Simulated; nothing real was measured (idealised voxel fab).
The process module that follows is named voxel capacitor over wiring.
The figure presents cross-section cut, which has a width of 295 nm and is divided into square cells with an edge length of 5 nm.
Cross-section spec: square-cell grid; bands listed top down; each band is one or more rows. Look at the band entry: it leads with the top's height and the bottom's height in nm. Then it lists the materials left to right, with a width in nm for each. The word "full width" on a single material says that material fills the band edge to edge. The word "air" is empty space. Height 0 is the level under which the wafer as received is all one material. The lowest band goes on downwards, as in "0 nm and below". Graded width ("30->40"): value in top row of band = first number; value in bottom row = second number; row-to-row change constant. For the purposes of this document, the phrase "no modification" attached to a step denotes that no cell within the cross-section was modified by that step. Reported under the label "Trapped void list" are the empty spaces having no open way to the top and comprising 8 cells or more; the notation for each is width x height at distance, in which the distance is measured from the left edge and all three values are in nm. Formally, on a step line, whatever follows the settings is a remark that the simulator itself makes on the step. Steps that use a mask can have "overlay nm" on their line. It says how far the mask sat to the right of where it was meant to be. Negative means to the left. Every pair from here on: before one process step, after it. The after cross-section reaches only to the lowest band that changed. Below the pair: the step in between and its settings. Pairs can belong to different runs of this module on the same starting wafer; a pair carries on from the pair above only if the entry headed "Pre-step geometry" says so.
Pre-step geometry
- 100 nm to 95 nm = TiN (115)  air (5)  TiN (175)
- 95 nm to 90 nm = SiO2 (110)  TiN (5)  air (5)  TiN (5)  SiO2 (170)
- 90 nm to 85 nm = SiO2 (110)  TiN (15)  SiO2 (170)
- 85 nm to 80 nm = SiO2 (100)  TiN (5)  SiO2 (5)  TiN (60)  SiO2 (125)
- 80 nm to 75 nm = SiO2 (100)  TiN (70)  SiO2 (125)
- 75 nm to 70 nm = SiO2 (100)  Al2O3 (5)  TiN (5)  Al2O3 (60)  SiO2 (125)
- 70 nm to 65 nm = Ru (105)  Al2O3 (5)  Ru (185)
- 65 nm to 60 nm = TiN (100)  Ru (15)  TiN (180)
- 60 nm to 55 nm = SiO2 (100)  TiN (15)  SiO2 (180)
- 55 nm to 50 nm = SiO2 (100)  Ru (15)  SiO2 (180)
- 50 nm to 45 nm = SiCN (100)  Ru (15)  SiCN (180)
- 45 nm to 20 nm = SiO2 (90)  W (25)  SiO2 (65)  W (25)  SiO2 (90)
- 20 nm to 15 nm = SiO2 (90)  TiN (25)  SiO2 (65)  TiN (25)  SiO2 (90)
- 15 nm to 0 nm = SiO2 full width
- 0 nm and below = Si full width
- Trapped void list: none
Resulting Cross-Section
- 110 nm to 100 nm = Cu full width
- 100 nm to 95 nm = TiN (115)  Cu (5)  TiN (175)
- 95 nm to 90 nm = SiO2 (110)  TiN (5)  Cu (5)  TiN (5)  SiO2 (170)
- Below 90 it's all the same as before, nothing changed down there.
- Trapped void list: none
Which operation links the two cross-sections above? FILL_DEP: material Cu, thk nm 10
Pre-step geometry: no separate figure, the pair right above already shows it after its step.
Resulting Cross-Section
- 95 nm to 90 nm = SiO2 (110)  TiN (5)  Cu (5)  TiN (5)  SiO2 (170)
- Below 90 it's all the same as before, nothing changed down there.
- Trapped void list: none
Which operation links the two cross-sections above? CMP: height nm 95
Pre-step geometry: no separate figure, the pair right above already shows it after its step.
Resulting Cross-Section
- 100 nm to 95 nm = SiCN full width
- Below 95 it's all the same as before, nothing changed down there.
- Trapped void list: none
Which operation links the two cross-sections above? CONFORMAL_DEP: material SiCN, thk nm 5
Pre-step geometry
- 0 nm and below = Si full width
- Trapped void list: none
Resulting Cross-Section
- 25 nm to 0 nm = SiO2 full width
- Below 0 it's all the same as before, nothing changed down there.
- Trapped void list: none
Which operation links the two cross-sections above? CONFORMAL_DEP: material SiO2, thk nm 25
Pre-step geometry: no separate figure, the pair right above already shows it after its step.
Resulting Cross-Section
- 30 nm to 25 nm = TiN full width
- Below 25 it's all the same as before, nothing changed down there.
- Trapped void list: none
Which operation links the two cross-sections above? DIRECTIONAL_DEP: material TiN, thk nm 5
Pre-step geometry: no separate figure, the pair right above already shows it after its step.
Resulting Cross-Section
- 55 nm to 30 nm = W full width
- Below 30 it's all the same as before, nothing changed down there.
- Trapped void list: none
Which operation links the two cross-sections above? DIRECTIONAL_DEP: material W, thk nm 25
Pre-step geometry: no separate figure, the pair right above already shows it after its step.
Resulting Cross-Section
- 55 nm to 30 nm = air (90)  W (25)  air (65)  W (25)  air (90)
- Below 30 it's all the same as before, nothing changed down there.
- Trapped void list: none
Which operation links the two cross-sections above? MASKED_ETCH: tone cover, mask id METAL_1, width nm 25, pitch nm 90, etch materials W, depth nm 25, overlay nm 0
Pre-step geometry: no separate figure, the pair right above already shows it after its step.
Resulting Cross-Section
- 55 nm to 30 nm = air (90)  W (25)  air (65)  W (25)  air (90)
- 30 nm to 25 nm = air (90)  TiN (25)  air (65)  TiN (25)  air (90)
- Below 25 it's all the same as before, nothing changed down there.
- Trapped void list: none
Which operation links the two cross-sections above? MASKED_ETCH: tone cover, mask id METAL_1, width nm 25, pitch nm 90, etch materials TiN, depth nm 5, overlay nm 0
Pre-step geometry: no separate figure, the pair right above already shows it after its step.
Resulting Cross-Section
- 60 nm to 55 nm = SiO2 full width
- 55 nm to 30 nm = SiO2 (90)  W (25)  SiO2 (65)  W (25)  SiO2 (90)
- 30 nm to 25 nm = SiO2 (90)  TiN (25)  SiO2 (65)  TiN (25)  SiO2 (90)
- Below 25 it's all the same as before, nothing changed down there.
- Trapped void list: none
Which operation links the two cross-sections above? FILL_DEP: material SiO2, thk nm 5
Pre-step geometry: no separate figure, the pair right above already shows it after its step.
Resulting Cross-Section
- 45 nm to 30 nm = SiO2 (90)  W (25)  SiO2 (65)  W (25)  SiO2 (90)
- Below 30 it's all the same as before, nothing changed down there.
- Trapped void list: none
Which operation links the two cross-sections above? CMP: height nm 45
Pre-step geometry: no separate figure, the pair right above already shows it after its step.
Resulting Cross-Section
- 50 nm to 45 nm = SiCN full width
- Below 45 it's all the same as before, nothing changed down there.
- Trapped void list: none
Which operation links the two cross-sections above? CONFORMAL_DEP: material SiCN, thk nm 5
Pre-step geometry: no separate figure, the pair right above already shows it after its step.
Resulting Cross-Section
- 60 nm to 50 nm = SiO2 full width
- Below 50 it's all the same as before, nothing changed down there.
- Trapped void list: none
Which operation links the two cross-sections above? DIRECTIONAL_DEP: material SiO2, thk nm 10
Pre-step geometry: no separate figure, the pair right above already shows it after its step.
Resulting Cross-Section
- 75 nm to 60 nm = resist (100)  air (15)  resist (180)
- Below 60 it's all the same as before, nothing changed down there.
- Trapped void list: none
Which operation links the two cross-sections above? PATTERN: tone open, mask id PLUG_1, material resist, width nm 15, thk nm 15, overlay nm 0
Pre-step geometry: no separate figure, the pair right above already shows it after its step.
Resulting Cross-Section
- 75 nm to 60 nm = resist (100)  air (15)  resist (180)
- 60 nm to 50 nm = SiO2 (100)  air (15)  SiO2 (180)
- Below 50 it's all the same as before, nothing changed down there.
- Trapped void list: none
Which operation links the two cross-sections above? DIRECTIONAL_ETCH: etch materials SiO2, depth nm 10
Pre-step geometry: no separate figure, the pair right above already shows it after its step.
Resulting Cross-Section
- 75 nm to 60 nm = resist (100)  air (15)  resist (180)
- 60 nm to 50 nm = SiO2 (100)  air (15)  SiO2 (180)
- 50 nm to 45 nm = SiCN (100)  air (15)  SiCN (180)
- Below 45 it's all the same as before, nothing changed down there.
- Trapped void list: none
Which operation links the two cross-sections above? DIRECTIONAL_ETCH: etch materials SiCN, depth nm 5
Pre-step geometry: no separate figure, the pair right above already shows it after its step.
Resulting Cross-Section
- 60 nm to 50 nm = SiO2 (100)  air (15)  SiO2 (180)
- Below 50 it's all the same as before, nothing changed down there.
- Trapped void list: none
Which operation links the two cross-sections above? STRIP: etch materials resist
Pre-step geometry: no separate figure, the pair right above already shows it after its step.
Resulting Cross-Section
- 60 nm to 55 nm = SiO2 (100)  air (15)  SiO2 (180)
- 55 nm to 50 nm = SiO2 (100)  Ru (15)  SiO2 (180)
- 50 nm to 45 nm = SiCN (100)  Ru (15)  SiCN (180)
- Below 45 it's all the same as before, nothing changed down there.
- Trapped void list: none
Which operation links the two cross-sections above? EPI: material Ru, thk nm 10
Pre-step geometry: no separate figure, the pair right above already shows it after its step.
Resulting Cross-Section
- 60 nm to 50 nm = SiO2 (100)  Ru (15)  SiO2 (180)
- Below 50 it's all the same as before, nothing changed down there.
- Trapped void list: none
Which operation links the two cross-sections above? EPI: material Ru, thk nm 5
Pre-step geometry: no separate figure, the pair right above already shows it after its step.
Resulting Cross-Section
- 65 nm to 60 nm = TiN full width
- Below 60 it's all the same as before, nothing changed down there.
- Trapped void list: none
Which operation links the two cross-sections above? DIRECTIONAL_DEP: material TiN, thk nm 5
Pre-step geometry: no separate figure, the pair right above already shows it after its step.
Resulting Cross-Section
- 70 nm to 65 nm = Al2O3 full width
- Below 65 it's all the same as before, nothing changed down there.
- Trapped void list: none
Which operation links the two cross-sections above? DIRECTIONAL_DEP: material Al2O3, thk nm 5
Pre-step geometry: no separate figure, the pair right above already shows it after its step.
Resulting Cross-Section
- 80 nm to 70 nm = TiN full width
- Below 70 it's all the same as before, nothing changed down there.
- Trapped void list: none
Which operation links the two cross-sections above? DIRECTIONAL_DEP: material TiN, thk nm 10
Pre-step geometry: no separate figure, the pair right above already shows it after its step.
Resulting Cross-Section
- 95 nm to 80 nm = air (100)  resist (70)  air (125)
- Below 80 it's all the same as before, nothing changed down there.
- Trapped void list: none
Which operation links the two cross-sections above? PATTERN: tone cover, mask id UPPER_PLATE, material resist, width nm 70, thk nm 15, overlay nm 0
Pre-step geometry: no separate figure, the pair right above already shows it after its step.
Resulting Cross-Section
- 95 nm to 80 nm = air (100)  resist (70)  air (125)
- 80 nm to 70 nm = air (100)  TiN (70)  air (125)
- Below 70 it's all the same as before, nothing changed down there.
- Trapped void list: none
Which operation links the two cross-sections above? DIRECTIONAL_ETCH: etch materials TiN, depth nm 10
Pre-step geometry: no separate figure, the pair right above already shows it after its step.
Resulting Cross-Section
- 95 nm to 80 nm = air (100)  resist (70)  air (125)
- 80 nm to 70 nm = air (100)  TiN (70)  air (125)
- 70 nm to 65 nm = air (100)  Al2O3 (70)  air (125)
- Below 65 it's all the same as before, nothing changed down there.
- Trapped void list: none
Which operation links the two cross-sections above? DIRECTIONAL_ETCH: etch materials Al2O3, depth nm 5
Pre-step geometry: no separate figure, the pair right above already shows it after its step.
Resulting Cross-Section
- 80 nm to 70 nm = air (100)  TiN (70)  air (125)
- Below 70 it's all the same as before, nothing changed down there.
- Trapped void list: none
Which operation links the two cross-sections above? STRIP: etch materials resist
Pre-step geometry: no separate figure, the pair right above already shows it after its step.
Resulting Cross-Section
- 80 nm to 70 nm = air (100)  TiN (70)  air (125)
- 70 nm to 65 nm = air (100)  Al2O3 (70)  air (125)
- 65 nm to 60 nm = air (95)  TiN (80)  air (120)
- Below 60 it's all the same as before, nothing changed down there.
- Trapped void list: none
Which operation links the two cross-sections above? MASKED_ETCH: tone cover, mask id LOWER_PLATE, width nm 80, etch materials TiN, depth nm 5, overlay nm 0
Pre-step geometry: no separate figure, the pair right above already shows it after its step.
Resulting Cross-Section
- 100 nm to 80 nm = SiO2 full width
- 80 nm to 70 nm = SiO2 (100)  TiN (70)  SiO2 (125)
- 70 nm to 65 nm = SiO2 (100)  Al2O3 (70)  SiO2 (125)
- 65 nm to 60 nm = SiO2 (95)  TiN (80)  SiO2 (120)
- Below 60 it's all the same as before, nothing changed down there.
- Trapped void list: none
Which operation links the two cross-sections above? FILL_DEP: material SiO2, thk nm 20
Pre-step geometry: no separate figure, the pair right above already shows it after its step.
Resulting Cross-Section
- 95 nm to 80 nm = SiO2 full width
- Below 80 it's all the same as before, nothing changed down there.
- Trapped void list: none
Which operation links the two cross-sections above? CMP: height nm 95
Pre-step geometry: no separate figure, the pair right above already shows it after its step.
Resulting Cross-Section
- 110 nm to 95 nm = resist (110)  air (15)  resist (170)
- Below 95 it's all the same as before, nothing changed down there.
- Trapped void list: none
Which operation links the two cross-sections above? PATTERN: tone open, mask id PLUG_2, material resist, width nm 15, thk nm 15, overlay nm 0
Pre-step geometry: no separate figure, the pair right above already shows it after its step.
Resulting Cross-Section
- 110 nm to 95 nm = resist (110)  air (15)  resist (170)
- 95 nm to 80 nm = SiO2 (110)  air (15)  SiO2 (170)
- Below 80 it's all the same as before, nothing changed down there.
- Trapped void list: none
Which operation links the two cross-sections above? DIRECTIONAL_ETCH: etch materials SiO2, depth nm 15
Pre-step geometry: no separate figure, the pair right above already shows it after its step.
Resulting Cross-Section
- 95 nm to 80 nm = SiO2 (110)  air (15)  SiO2 (170)
- Below 80 it's all the same as before, nothing changed down there.
- Trapped void list: none
Which operation links the two cross-sections above? STRIP: etch materials resist
Pre-step geometry: no separate figure, the pair right above already shows it after its step.
Resulting Cross-Section
- 100 nm to 95 nm = TiN (115)  air (5)  TiN (175)
- 95 nm to 85 nm = SiO2 (110)  TiN (5)  air (5)  TiN (5)  SiO2 (170)
- 85 nm to 80 nm = SiO2 (110)  TiN (15)  SiO2 (170)
- Below 80 it's all the same as before, nothing changed down there.
- Trapped void list: none
Which operation links the two cross-sections above? CONFORMAL_DEP: material TiN, thk nm 5
Pre-step geometry: no separate figure, the pair right above already shows it after its step.
Resulting Cross-Section
- 110 nm to 100 nm = Cu full width
- 100 nm to 95 nm = TiN (115)  Cu (5)  TiN (175)
- 95 nm to 85 nm = SiO2 (110)  TiN (5)  Cu (5)  TiN (5)  SiO2 (170)
- Below 85 it's all the same as before, nothing changed down there.
- Trapped void list: none
Which operation links the two cross-sections above? FILL_DEP: material Cu, thk nm 10
Pre-step geometry: no separate figure, the pair right above already shows it after its step.
Resulting Cross-Section
- 95 nm to 85 nm = SiO2 (110)  TiN (5)  Cu (5)  TiN (5)  SiO2 (170)
- Below 85 it's all the same as before, nothing changed down there.
- Trapped void list: none
Which operation links the two cross-sections above? CMP: height nm 95
Pre-step geometry: no separate figure, the pair right above already shows it after its step.
Resulting Cross-Section
- 100 nm to 95 nm = SiCN full width
- Below 95 it's all the same as before, nothing changed down there.
- Trapped void list: none
Which operation links the two cross-sections above? CONFORMAL_DEP: material SiCN, thk nm 5
Pre-step geometry
- 45 nm to 20 nm = air (90)  W (25)  air (65)  W (25)  air (90)
- 20 nm to 15 nm = TiN full width
- 15 nm to 0 nm = SiO2 full width
- 0 nm and below = Si full width
- Trapped void list: none
Resulting Cross-Section
- 45 nm to 20 nm = air (90)  W (25)  air (65)  W (25)  air (90)
- 20 nm to 15 nm = air (85)  TiN (35)  air (55)  TiN (35)  air (85)
- Below 15 it's all the same as before, nothing changed down there.
- Trapped void list: none
Which operation links the two cross-sections above? MASKED_ETCH: tone cover, mask id METAL_1, width nm 35, pitch nm 90, etch materials TiN, depth nm 5, overlay nm 0
Pre-step geometry: no separate figure, the pair right above already shows it after its step.
Resulting Cross-Section
- 50 nm to 45 nm = SiO2 full width
- 45 nm to 20 nm = SiO2 (90)  W (25)  SiO2 (65)  W (25)  SiO2 (90)
- 20 nm to 15 nm = SiO2 (85)  TiN (35)  SiO2 (55)  TiN (35)  SiO2 (85)
- Below 15 it's all the same as before, nothing changed down there.
- Trapped void list: none
Which operation links the two cross-sections above? FILL_DEP: material SiO2, thk nm 5
Pre-step geometry: no separate figure, the pair right above already shows it after its step.
Resulting Cross-Section
- 45 nm to 20 nm = SiO2 (90)  W (25)  SiO2 (65)  W (25)  SiO2 (90)
- Below 20 it's all the same as before, nothing changed down there.
- Trapped void list: none
Which operation links the two cross-sections above? CMP: height nm 45
Pre-step geometry: no separate figure, the pair right above already shows it after its step.
Resulting Cross-Section
- 50 nm to 45 nm = SiCN full width
- Below 45 it's all the same as before, nothing changed down there.
- Trapped void list: none
Which operation links the two cross-sections above? CONFORMAL_DEP: material SiCN, thk nm 5
Pre-step geometry: no separate figure, the pair right above already shows it after its step.
Resulting Cross-Section
- 60 nm to 50 nm = SiO2 full width
- Below 50 it's all the same as before, nothing changed down there.
- Trapped void list: none
Which operation links the two cross-sections above? DIRECTIONAL_DEP: material SiO2, thk nm 10
Pre-step geometry: no separate figure, the pair right above already shows it after its step.
Resulting Cross-Section
- 75 nm to 60 nm = resist (100)  air (15)  resist (180)
- Below 60 it's all the same as before, nothing changed down there.
- Trapped void list: none
Which operation links the two cross-sections above? PATTERN: tone open, mask id PLUG_1, material resist, width nm 15, thk nm 15, overlay nm 0
Pre-step geometry: no separate figure, the pair right above already shows it after its step.
Resulting Cross-Section
- 75 nm to 60 nm = resist (100)  air (15)  resist (180)
- 60 nm to 50 nm = SiO2 (100)  air (15)  SiO2 (180)
- Below 50 it's all the same as before, nothing changed down there.
- Trapped void list: none
Which operation links the two cross-sections above? DIRECTIONAL_ETCH: etch materials SiO2, depth nm 10
Pre-step geometry: no separate figure, the pair right above already shows it after its step.
Resulting Cross-Section
- 75 nm to 60 nm = resist (100)  air (15)  resist (180)
- 60 nm to 50 nm = SiO2 (100)  air (15)  SiO2 (180)
- 50 nm to 45 nm = SiCN (100)  air (15)  SiCN (180)
- Below 45 it's all the same as before, nothing changed down there.
- Trapped void list: none
Which operation links the two cross-sections above? DIRECTIONAL_ETCH: etch materials SiCN, depth nm 5
Pre-step geometry: no separate figure, the pair right above already shows it after its step.
Resulting Cross-Section
- 60 nm to 50 nm = SiO2 (100)  air (15)  SiO2 (180)
- Below 50 it's all the same as before, nothing changed down there.
- Trapped void list: none
Which operation links the two cross-sections above? STRIP: etch materials resist
Pre-step geometry: no separate figure, the pair right above already shows it after its step.
Resulting Cross-Section
- 60 nm to 55 nm = SiO2 (100)  air (15)  SiO2 (180)
- 55 nm to 50 nm = SiO2 (100)  Ru (15)  SiO2 (180)
- 50 nm to 45 nm = SiCN (100)  Ru (15)  SiCN (180)
- Below 45 it's all the same as before, nothing changed down there.
- Trapped void list: none
Which operation links the two cross-sections above? EPI: material Ru, thk nm 10
Pre-step geometry: no separate figure, the pair right above already shows it after its step.
Resulting Cross-Section
- 60 nm to 50 nm = SiO2 (100)  Ru (15)  SiO2 (180)
- Below 50 it's all the same as before, nothing changed down there.
- Trapped void list: none
Which operation links the two cross-sections above? EPI: material Ru, thk nm 5
Pre-step geometry: no separate figure, the pair right above already shows it after its step.
Resulting Cross-Section
- 65 nm to 60 nm = TiN full width
- Below 60 it's all the same as before, nothing changed down there.
- Trapped void list: none
Which operation links the two cross-sections above? DIRECTIONAL_DEP: material TiN, thk nm 5
Pre-step geometry: no separate figure, the pair right above already shows it after its step.
Resulting Cross-Section
- 70 nm to 65 nm = Al2O3 full width
- Below 65 it's all the same as before, nothing changed down there.
- Trapped void list: none
Which operation links the two cross-sections above? DIRECTIONAL_DEP: material Al2O3, thk nm 5
Pre-step geometry: no separate figure, the pair right above already shows it after its step.
Resulting Cross-Section
- 80 nm to 70 nm = TiN full width
- Below 70 it's all the same as before, nothing changed down there.
- Trapped void list: none
Which operation links the two cross-sections above? DIRECTIONAL_DEP: material TiN, thk nm 10
Pre-step geometry: no separate figure, the pair right above already shows it after its step.
Resulting Cross-Section
- 95 nm to 80 nm = air (100)  resist (70)  air (125)
- Below 80 it's all the same as before, nothing changed down there.
- Trapped void list: none
Which operation links the two cross-sections above? PATTERN: tone cover, mask id UPPER_PLATE, material resist, width nm 70, thk nm 15, overlay nm 0
Pre-step geometry: no separate figure, the pair right above already shows it after its step.
Resulting Cross-Section
- 95 nm to 80 nm = air (100)  resist (70)  air (125)
- 80 nm to 70 nm = air (100)  TiN (70)  air (125)
- Below 70 it's all the same as before, nothing changed down there.
- Trapped void list: none
Which operation links the two cross-sections above? DIRECTIONAL_ETCH: etch materials TiN, depth nm 10
Pre-step geometry: no separate figure, the pair right above already shows it after its step.
Resulting Cross-Section
- 95 nm to 80 nm = air (100)  resist (70)  air (125)
- 80 nm to 70 nm = air (100)  TiN (70)  air (125)
- 70 nm to 65 nm = air (100)  Al2O3 (70)  air (125)
- Below 65 it's all the same as before, nothing changed down there.
- Trapped void list: none
Which operation links the two cross-sections above? DIRECTIONAL_ETCH: etch materials Al2O3, depth nm 5
Pre-step geometry: no separate figure, the pair right above already shows it after its step.
Resulting Cross-Section
- 80 nm to 70 nm = air (100)  TiN (70)  air (125)
- Below 70 it's all the same as before, nothing changed down there.
- Trapped void list: none
Which operation links the two cross-sections above? STRIP: etch materials resist
Pre-step geometry: no separate figure, the pair right above already shows it after its step.
Resulting Cross-Section
- 80 nm to 70 nm = air (100)  TiN (70)  air (125)
- 70 nm to 65 nm = air (100)  Al2O3 (70)  air (125)
- 65 nm to 60 nm = air (95)  TiN (80)  air (120)
- Below 60 it's all the same as before, nothing changed down there.
- Trapped void list: none
Which operation links the two cross-sections above? MASKED_ETCH: tone cover, mask id LOWER_PLATE, width nm 80, etch materials TiN, depth nm 5, overlay nm 0
Pre-step geometry: no separate figure, the pair right above already shows it after its step.
Resulting Cross-Section
- 100 nm to 80 nm = SiO2 full width
- 80 nm to 70 nm = SiO2 (100)  TiN (70)  SiO2 (125)
- 70 nm to 65 nm = SiO2 (100)  Al2O3 (70)  SiO2 (125)
- 65 nm to 60 nm = SiO2 (95)  TiN (80)  SiO2 (120)
- Below 60 it's all the same as before, nothing changed down there.
- Trapped void list: none
Which operation links the two cross-sections above? FILL_DEP: material SiO2, thk nm 20
Pre-step geometry: no separate figure, the pair right above already shows it after its step.
Resulting Cross-Section
- 95 nm to 80 nm = SiO2 full width
- Below 80 it's all the same as before, nothing changed down there.
- Trapped void list: none
Which operation links the two cross-sections above? CMP: height nm 95
Pre-step geometry: no separate figure, the pair right above already shows it after its step.
Resulting Cross-Section
- 110 nm to 95 nm = resist (110)  air (15)  resist (170)
- Below 95 it's all the same as before, nothing changed down there.
- Trapped void list: none
Which operation links the two cross-sections above? PATTERN: tone open, mask id PLUG_2, material resist, width nm 15, thk nm 15, overlay nm 0
Pre-step geometry: no separate figure, the pair right above already shows it after its step.
Resulting Cross-Section
- 110 nm to 95 nm = resist (110)  air (15)  resist (170)
- 95 nm to 80 nm = SiO2 (110)  air (15)  SiO2 (170)
- Below 80 it's all the same as before, nothing changed down there.
- Trapped void list: none
Which operation links the two cross-sections above? DIRECTIONAL_ETCH: etch materials SiO2, depth nm 15
Pre-step geometry: no separate figure, the pair right above already shows it after its step.
Resulting Cross-Section
- 95 nm to 80 nm = SiO2 (110)  air (15)  SiO2 (170)
- Below 80 it's all the same as before, nothing changed down there.
- Trapped void list: none
Which operation links the two cross-sections above? STRIP: etch materials resist
Pre-step geometry: no separate figure, the pair right above already shows it after its step.
Resulting Cross-Section
- 100 nm to 95 nm = TiN (115)  air (5)  TiN (175)
- 95 nm to 85 nm = SiO2 (110)  TiN (5)  air (5)  TiN (5)  SiO2 (170)
- 85 nm to 80 nm = SiO2 (110)  TiN (15)  SiO2 (170)
- Below 80 it's all the same as before, nothing changed down there.
- Trapped void list: none
Which operation links the two cross-sections above? CONFORMAL_DEP: material TiN, thk nm 5
Pre-step geometry: no separate figure, the pair right above already shows it after its step.
Resulting Cross-Section
- 110 nm to 100 nm = Cu full width
- 100 nm to 95 nm = TiN (115)  Cu (5)  TiN (175)
- 95 nm to 85 nm = SiO2 (110)  TiN (5)  Cu (5)  TiN (5)  SiO2 (170)
- Below 85 it's all the same as before, nothing changed down there.
- Trapped void list: none
Which operation links the two cross-sections above? FILL_DEP: material Cu, thk nm 10
Pre-step geometry: no separate figure, the pair right above already shows it after its step.
Resulting Cross-Section
- 95 nm to 85 nm = SiO2 (110)  TiN (5)  Cu (5)  TiN (5)  SiO2 (170)
- Below 85 it's all the same as before, nothing changed down there.
- Trapped void list: none
Which operation links the two cross-sections above? CMP: height nm 95
Pre-step geometry: no separate figure, the pair right above already shows it after its step.
Resulting Cross-Section
- 100 nm to 95 nm = SiCN full width
- Below 95 it's all the same as before, nothing changed down there.
- Trapped void list: none
Which operation links the two cross-sections above? CONFORMAL_DEP: material SiCN, thk nm 5
Pre-step geometry
- 80 nm to 70 nm = air (100)  TiN (70)  air (125)
- 70 nm to 65 nm = air (100)  Al2O3 (70)  air (125)
- 65 nm to 60 nm = TiN full width
- 60 nm to 50 nm = SiO2 (100)  Ru (15)  SiO2 (180)
- 50 nm to 45 nm = SiCN (100)  Ru (15)  SiCN (180)
- 45 nm to 20 nm = SiO2 (90)  W (25)  SiO2 (65)  W (25)  SiO2 (90)
- 20 nm to 15 nm = SiO2 (90)  TiN (25)  SiO2 (65)  TiN (25)  SiO2 (90)
- 15 nm to 0 nm = SiO2 full width
- 0 nm and below = Si full width
- Trapped void list: none
Resulting Cross-Section
- 80 nm to 70 nm = air (100)  TiN (70)  air (125)
- 70 nm to 65 nm = air (100)  Al2O3 (70)  air (125)
- 65 nm to 60 nm = air (100)  TiN (80)  air (115)
- Below 60 it's all the same as before, nothing changed down there.
- Trapped void list: none
Which operation links the two cross-sections above? MASKED_ETCH: tone cover, mask id LOWER_PLATE, width nm 80, etch materials TiN, depth nm 5, overlay nm 5
Pre-step geometry: no separate figure, the pair right above already shows it after its step.
Resulting Cross-Section
- 100 nm to 80 nm = SiO2 full width
- 80 nm to 70 nm = SiO2 (100)  TiN (70)  SiO2 (125)
- 70 nm to 65 nm = SiO2 (100)  Al2O3 (70)  SiO2 (125)
- 65 nm to 60 nm = SiO2 (100)  TiN (80)  SiO2 (115)
- Below 60 it's all the same as before, nothing changed down there.
- Trapped void list: none
Which operation links the two cross-sections above? FILL_DEP: material SiO2, thk nm 20
Pre-step geometry: no separate figure, the pair right above already shows it after its step.
Resulting Cross-Section
- 95 nm to 80 nm = SiO2 full width
- Below 80 it's all the same as before, nothing changed down there.
- Trapped void list: none
Which operation links the two cross-sections above? CMP: height nm 95
Pre-step geometry: no separate figure, the pair right above already shows it after its step.
Resulting Cross-Section
- 110 nm to 95 nm = resist (110)  air (15)  resist (170)
- Below 95 it's all the same as before, nothing changed down there.
- Trapped void list: none
Which operation links the two cross-sections above? PATTERN: tone open, mask id PLUG_2, material resist, width nm 15, thk nm 15, overlay nm 0
Pre-step geometry: no separate figure, the pair right above already shows it after its step.
Resulting Cross-Section
- 110 nm to 95 nm = resist (110)  air (15)  resist (170)
- 95 nm to 80 nm = SiO2 (110)  air (15)  SiO2 (170)
- Below 80 it's all the same as before, nothing changed down there.
- Trapped void list: none
Which operation links the two cross-sections above? DIRECTIONAL_ETCH: etch materials SiO2, depth nm 15
Pre-step geometry: no separate figure, the pair right above already shows it after its step.
Resulting Cross-Section
- 95 nm to 80 nm = SiO2 (110)  air (15)  SiO2 (170)
- Below 80 it's all the same as before, nothing changed down there.
- Trapped void list: none
Which operation links the two cross-sections above? STRIP: etch materials resist
Pre-step geometry: no separate figure, the pair right above already shows it after its step.
Resulting Cross-Section
- 100 nm to 95 nm = TiN (115)  air (5)  TiN (175)
- 95 nm to 85 nm = SiO2 (110)  TiN (5)  air (5)  TiN (5)  SiO2 (170)
- 85 nm to 80 nm = SiO2 (110)  TiN (15)  SiO2 (170)
- Below 80 it's all the same as before, nothing changed down there.
- Trapped void list: none
Which operation links the two cross-sections above? CONFORMAL_DEP: material TiN, thk nm 5
Pre-step geometry: no separate figure, the pair right above already shows it after its step.
Resulting Cross-Section
- 110 nm to 100 nm = Cu full width
- 100 nm to 95 nm = TiN (115)  Cu (5)  TiN (175)
- 95 nm to 85 nm = SiO2 (110)  TiN (5)  Cu (5)  TiN (5)  SiO2 (170)
- Below 85 it's all the same as before, nothing changed down there.
- Trapped void list: none
Which operation links the two cross-sections above? FILL_DEP: material Cu, thk nm 10
Pre-step geometry: no separate figure, the pair right above already shows it after its step.
Resulting Cross-Section
- 95 nm to 85 nm = SiO2 (110)  TiN (5)  Cu (5)  TiN (5)  SiO2 (170)
- Below 85 it's all the same as before, nothing changed down there.
- Trapped void list: none
Which operation links the two cross-sections above? CMP: height nm 95
Pre-step geometry: no separate figure, the pair right above already shows it after its step.
Resulting Cross-Section
- 100 nm to 95 nm = SiCN full width
- Below 95 it's all the same as before, nothing changed down there.
- Trapped void list: none
Which operation links the two cross-sections above? CONFORMAL_DEP: material SiCN, thk nm 5
Pre-step geometry
- 80 nm to 70 nm = air (100)  TiN (70)  air (125)
- 70 nm to 65 nm = air (100)  Al2O3 (70)  air (125)
- 65 nm to 60 nm = air (95)  TiN (80)  air (120)
- 60 nm to 50 nm = SiO2 (100)  Ru (15)  SiO2 (180)
- 50 nm to 45 nm = SiCN (100)  Ru (15)  SiCN (180)
- 45 nm to 20 nm = SiO2 (90)  W (25)  SiO2 (65)  W (25)  SiO2 (90)
- 20 nm to 15 nm = SiO2 (90)  TiN (25)  SiO2 (65)  TiN (25)  SiO2 (90)
- 15 nm to 0 nm = SiO2 full width
- 0 nm and below = Si full width
- Trapped void list: none
Resulting Cross-Section
- 100 nm to 80 nm = Cu full width
- 80 nm to 70 nm = Cu (100)  TiN (70)  Cu (125)
- 70 nm to 65 nm = Cu (100)  Al2O3 (70)  Cu (125)
- 65 nm to 60 nm = Cu (95)  TiN (80)  Cu (120)
- Below 60 it's all the same as before, nothing changed down there.
- Trapped void list: none
Which operation links the two cross-sections above? FILL_DEP: material Cu, thk nm 20
Pre-step geometry: no separate figure, the pair right above already shows it after its step.
Resulting Cross-Section
- 95 nm to 80 nm = Cu full width
- Below 80 it's all the same as before, nothing changed down there.
- Trapped void list: none
Which operation links the two cross-sections above? CMP: height nm 95
Pre-step geometry: no separate figure, the pair right above already shows it after its step.
Resulting Cross-Section
- 110 nm to 95 nm = resist (110)  air (15)  resist (170)
- Below 95 it's all the same as before, nothing changed down there.
- Trapped void list: none
Which operation links the two cross-sections above? PATTERN: tone open, mask id PLUG_2, material resist, width nm 15, thk nm 15, overlay nm 0
Pre-step geometry: no separate figure, the pair right above already shows it after its step.
Resulting Cross-Section
- 95 nm to 80 nm = Cu full width
- Below 80 it's all the same as before, nothing changed down there.
- Trapped void list: none
Which operation links the two cross-sections above? STRIP: etch materials resist
Pre-step geometry: no separate figure, the pair right above already shows it after its step.
Resulting Cross-Section
- 100 nm to 95 nm = TiN full width
- Below 95 it's all the same as before, nothing changed down there.
- Trapped void list: none
Which operation links the two cross-sections above? CONFORMAL_DEP: material TiN, thk nm 5
Pre-step geometry: no separate figure, the pair right above already shows it after its step.
Resulting Cross-Section
- 110 nm to 100 nm = Cu full width
- Below 100 it's all the same as before, nothing changed down there.
- Trapped void list: none
Which operation links the two cross-sections above? FILL_DEP: material Cu, thk nm 10
